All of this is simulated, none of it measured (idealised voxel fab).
Herein follows the process module entitled voxel self aligned contacts.
Section cut is 220 nm wide and gridded with 5 nm square cells.
Cross-section layout: square cells on a grid; listed as bands, top to bottom; a band spans one or more cell rows.
A band entry consists of two parts. The first gives the height of the band's top and the height of its bottom, in nm. The rest lists the band's materials from left to right, each with its width in nm. A single material labelled with the word "everywhere" fills the band from edge to edge, and the word "empty" marks empty space.
Heights are measured from 0, the level below which the as-received wafer is all one material; the lowest band has no bottom and continues downward, written as in "0 nm and below".
The two numbers in a width such as "30..40" mark its ends across the band: the first belongs to the top row of cells, the second to the bottom row, and from each row to the next the width moves by the same amount.
"no modification" -> step changed no cross-section cell.
"Unvented voids" lists enclosed empty spaces (at least 8 cells, no open path upward to the top), each as width x height at distance from the left edge, in nm.
It should be noted that, on the line of a given step, the content following the step's settings is a remark produced by the simulator itself with respect to that step.
"overlay nm" answers the question of how far to the right of plan the mask lay on a step that has a mask, and when it is negative the answer is to the left.
-- Intended process steps
1,RECEIVE, material Si
2,OXIDIZE, depth nm 5
3,DIRECTIONAL_DEP, material polySi, thk nm 30
4,DIRECTIONAL_DEP, material SiN, thk nm 15
5,MASKED_ETCH, tone cover, mask id GATE, width nm 30, pitch nm 60, etch materials SiN, depth nm 15, overlay nm 0
6,MASKED_ETCH, tone cover, mask id GATE, width nm 30, pitch nm 60, etch materials polySi, depth nm 30, overlay nm 0
7,CONFORMAL_DEP, material SiN, thk nm 5
8,DIRECTIONAL_ETCH, etch materials SiN, depth nm 5
9,FILL_DEP, material SiO2, thk nm 15
10,CMP, height nm 55
11,PATTERN, tone open, mask id CONTACT, material resist, width nm 40, pitch nm 60, thk nm 20, overlay nm 0
12,DIRECTIONAL_ETCH, etch materials SiO2, depth nm 60
13,STRIP, etch materials resist
14,CONFORMAL_DEP, material TiN, thk nm 5
15,FILL_DEP, material W, thk nm 5
16,CMP, height nm 55
17,CONFORMAL_DEP, material SiN, thk nm 5
-- as received, after step 1
- 0 nm and below = Si everywhere
- Unvented voids: none
-- Sectioned view, first of two wafers, at the close of the module, processed as intended in the plan
- 60 nm to 55 nm = SiN everywhere
- 55 nm to 45 nm = 60 SiO2 | 5..15 TiN | 30..10 W | 5..15 TiN | 20 SiO2 | 5..15 TiN | 30..10 W | 5..15 TiN | 60 SiO2
- 45 nm to 30 nm = 30 SiO2 | 40 SiN | 5 TiN | 10 W | 5 TiN | 40 SiN | 5 TiN | 10 W | 5 TiN | 40 SiN | 30 SiO2
- 30 nm to 0 nm = 30 SiO2 | 5 SiN | 30 polySi | 5 SiN | 5 TiN | 10 W | 5 TiN | 5 SiN | 30 polySi | 5 SiN | 5 TiN | 10 W | 5 TiN | 5 SiN | 30 polySi | 5 SiN | 30 SiO2
- 0 nm to -5 nm = 70 SiO2 | 20 TiN | 40 SiO2 | 20 TiN | 70 SiO2
- -5 nm and below = Si everywhere
- Unvented voids: none
-- Presented here is a cross-section of the second of the two wafers as it stood at the end of the module. It was started in the same manner and assigned the same plan as the first wafer; however, one mistake was made in its execution
- 60 nm to 55 nm = SiN everywhere
- 55 nm to 50 nm = 60 SiO2 | 5 TiN | 30 W | 5 TiN | 20 SiO2 | 5 TiN | 30 W | 5 TiN | 60 SiO2
- 50 nm to 45 nm = 60 SiO2 | 40 TiN | 20 SiO2 | 40 TiN | 60 SiO2
- 45 nm to 30 nm = 40 SiN | 20 SiO2 | 40 SiN | 20 SiO2 | 40 SiN | 20 SiO2 | 40 SiN
- 30 nm to 0 nm = polySi everywhere
- 0 nm to -5 nm = SiO2 everywhere
- -5 nm and below = Si everywhere
- Unvented voids: none
Short version of what went wrong: step 5 did not happen as planned, as run it was MASKED_ETCH, tone open, mask id GATE, width nm 30, pitch nm 60, etch materials SiN, depth nm 15, overlay nm 0
Final tally in cells, some materials are higher or lower on the second wafer than on the first: 12 fewer of SiN, 64 fewer of SiO2, 40 fewer of TiN, 40 fewer of W, 156 more of polySi
